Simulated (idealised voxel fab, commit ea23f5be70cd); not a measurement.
Process module name: voxel local oxidation
Cross-section cut: width 255 nm, square cells of 5 nm.
In this document a cross-section is written as a grid of square cells. It is given as a series of bands, listed from the top down, and a band is one or more rows of cells.
This entry defines a band. It first specifies the height of the band's top and the height of its bottom in nm, and then specifies the band's materials from left to right, stating each material with its width in nm. The word "everywhere" identifies a single material that fills the band from edge to edge, while the word "air" identifies empty space.
A quick word on heights: they are counted from 0, and under that level the wafer as it came to us is one material throughout. The lowest band is different from the rest in having no bottom; it simply continues downward, written as in "0 nm and below".
Quick explanation for "30->40": the width changes in equal steps down the rows of cells, from the first number in the band's top row to the second number in its bottom row.
"remained unchanged" (step): cross-section cells unchanged, all of them.
Entry "Trapped void list" = empty spaces >= 8 cells with no open way to the top; each as width x height at distance, distance from left edge, all nm.
It should be noted that, on the line of a given step, the content following the step's settings is a remark produced by the simulator itself with respect to that step.
The "overlay nm" setting may appear on a step's line; for a step that uses a mask, it gives how far to the right of its planned position the mask lay, and a negative value indicates the left.
[Set out below are the planned steps of the process]
1. RECEIVE (material Si)
2. CONFORMAL_DEP (material SiO2; thk nm 5)
3. CONFORMAL_DEP (material SiN; thk nm 15)
4. PATTERN (tone cover; mask id ACTIVE; material resist; width nm 105; thk nm 15; overlay nm 0)
5. DIRECTIONAL_ETCH (etch materials SiN; depth nm 15)
6. STRIP (etch materials resist)
7. SELECTIVE_ETCH (etch materials SiO2; depth nm 5)
8. OXIDIZE (depth nm 10)
9. STRIP (etch materials SiN)
[First of two wafers: run as planned]
[Cross-section of the wafer at receipt, which is the condition after step 1]
> 0 nm and below  Si everywhere
> Trapped void list: none
[Once step 2 is through, the wafer looks like this in cross-section]
> 5 nm to 0 nm  SiO2 everywhere
> All layers under 0 are left as they were.
[Once step 3 is through, the wafer looks like this in cross-section]
> 20 nm to 5 nm  SiN everywhere
> All layers under 5 are left as they were.
[Once step 4 is through, the wafer looks like this in cross-section]
> 35 nm to 20 nm  air: 75 | resist: 105 | air: 75
> All layers under 20 are left as they were.
[Once step 5 is through, the wafer looks like this in cross-section]
> 35 nm to 20 nm  air: 75 | resist: 105 | air: 75
> 20 nm to 5 nm  air: 75 | SiN: 105 | air: 75
> All layers under 5 are left as they were.
[Once step 6 is through, the wafer looks like this in cross-section]
> 20 nm to 5 nm  air: 75 | SiN: 105 | air: 75
> All layers under 5 are left as they were.
[Once step 7 is through, the wafer looks like this in cross-section]
> 20 nm to 5 nm  air: 75 | SiN: 105 | air: 75
> 5 nm to 0 nm  air: 80 | SiO2: 95 | air: 80
> All layers under 0 are left as they were.
[Once step 8 is through, the wafer looks like this in cross-section]
> 20 nm to 5 nm  air: 75 | SiN: 105 | air: 75
> 5 nm to 0 nm  air: 80 | SiO2: 95 | air: 80
> 0 nm to -10 nm  SiO2: 90 | Si: 75 | SiO2: 90
> All layers under -10 are left as they were.
[Once step 9 is through, the wafer looks like this in cross-section]
> 5 nm to 0 nm  air: 80 | SiO2: 95 | air: 80
> All layers under 0 are left as they were.
[For the second wafer, take the first wafer's start and plan, then add one mistake made in running it; everything through step 2, that step included, is shared with the first]
[Planned end of step 3: second wafer, cross-section]
> 20 nm to 0 nm  SiO2 everywhere
> All layers under 0 are left as they were.
[Planned end of step 4: second wafer, cross-section]
> 35 nm to 20 nm  air: 75 | resist: 105 | air: 75
> All layers under 20 are left as they were.
Planned end of step 5: second wafer, cross-section: remained unchanged
[Planned end of step 6: second wafer, cross-section]
> 20 nm to 0 nm  SiO2 everywhere
> All layers under 0 are left as they were.
[Planned end of step 7: second wafer, cross-section]
> 15 nm to 0 nm  SiO2 everywhere
> All layers under 0 are left as they were.
Planned end of step 8: second wafer, cross-section: remained unchanged
Planned end of step 9: second wafer, cross-section: remained unchanged
Plan not followed: step 3, actual vs plan mismatch, actual run CONFORMAL_DEP (material SiO2; thk nm 15)
Count the cells at the end and the second wafer has more or fewer of some materials than the first: Si +72 | SiO2 +62
